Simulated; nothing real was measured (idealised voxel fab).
process module | voxel fin reveal
cross-section cut | 200 nm wide | cells 5 nm
A cross-section is a grid of square cells, given in bands from the top down. A band is one or more rows of cells.
Each band's line starts with the height of the band's top and of its bottom, in nm. Then come its materials from left to right, each with its width in nm. One material with "throughout" fills the band from edge to edge. "air" is empty space.
Height 0 is the level under which the wafer as received is all one material. The lowest band goes on downwards, as in "0 down".
A width such as "30 to 40" changes by the same amount from each row of cells to the next, from the band's top row to its bottom row.
"no change" after a step means that no cell of the cross-section changed.
closed voids: empty space of 8 cells or more with no open way to the top, each as width x height at its distance from the left edge, in nm
after a step's settings: what the simulator itself notes on the step
overlay nm, on a step with a mask: how far to the right of its planned place the mask lay; to the left if negative
plan
1 op RECEIVE | material Si
2 op CONFORMAL_DEP | material SiN | thk nm 10
3 op MASKED_ETCH | tone cover | mask id FINS | width nm 15 | pitch nm 45 | etch materials SiN | depth nm 10 | overlay nm 0
4 op MASKED_ETCH | tone cover | mask id FINS | width nm 15 | pitch nm 45 | etch materials Si | depth nm 40 | overlay nm 0
5 op OXIDIZE | depth nm 5
6 op FILL_DEP | material SiO2 | thk nm 10
7 op CMP | height nm 10
8 op SELECTIVE_ETCH | etch materials SiO2 | depth nm 40
9 op STRIP | etch materials SiN
first wafer, as planned
as received, after step 1
  0 down: Si throughout
  closed voids: none
after step 2
  10 to 0: SiN throughout
  below 0: unchanged
after step 3
  10 to 0: air 70 | SiN 15 | air 30 | SiN 15 | air 70
  below 0: unchanged
after step 4
  10 to 0: air 70 | SiN 15 | air 30 | SiN 15 | air 70
  0 to -40: air 70 | Si 15 | air 30 | Si 15 | air 70
  below -40: unchanged
after step 5
  10 to 0: air 70 | SiN 15 | air 30 | SiN 15 | air 70
  0 to -40: air 70 | SiO2 5 | Si 5 | SiO2 5 | air 30 | SiO2 5 | Si 5 | SiO2 5 | air 70
  -40 to -45: SiO2 75 | Si 5 | SiO2 40 | Si 5 | SiO2 75
  below -45: unchanged
after step 6
  20 to 10: SiO2 throughout
  10 to 0: SiO2 70 | SiN 15 | SiO2 30 | SiN 15 | SiO2 70
  0 to -45: SiO2 75 | Si 5 | SiO2 40 | Si 5 | SiO2 75
  below -45: unchanged
after step 7
  10 to 0: SiO2 70 | SiN 15 | SiO2 30 | SiN 15 | SiO2 70
  below 0: unchanged
after step 8
  10 to 0: air 70 | SiN 15 | air 30 | SiN 15 | air 70
  0 to -30: air 75 | Si 5 | air 40 | Si 5 | air 75
  below -30: unchanged
after step 9
  0 to -30: air 75 | Si 5 | air 40 | Si 5 | air 75
  below -30: unchanged
second wafer: like start, like plan, one mistake. Through step 8 it matches the first wafer
when step 9 should have ended
  10 to 0: air 70 | SiN 15 | air 30 | SiN 15 | air 70
  0 to -45: air 75 | Si 5 | air 40 | Si 5 | air 75
  below -45: unchanged
what went wrong: step 9 ran as: op STRIP | etch materials SiO2
at the end the second wafer has, in cells: 12 more of SiN | 114 fewer of SiO2
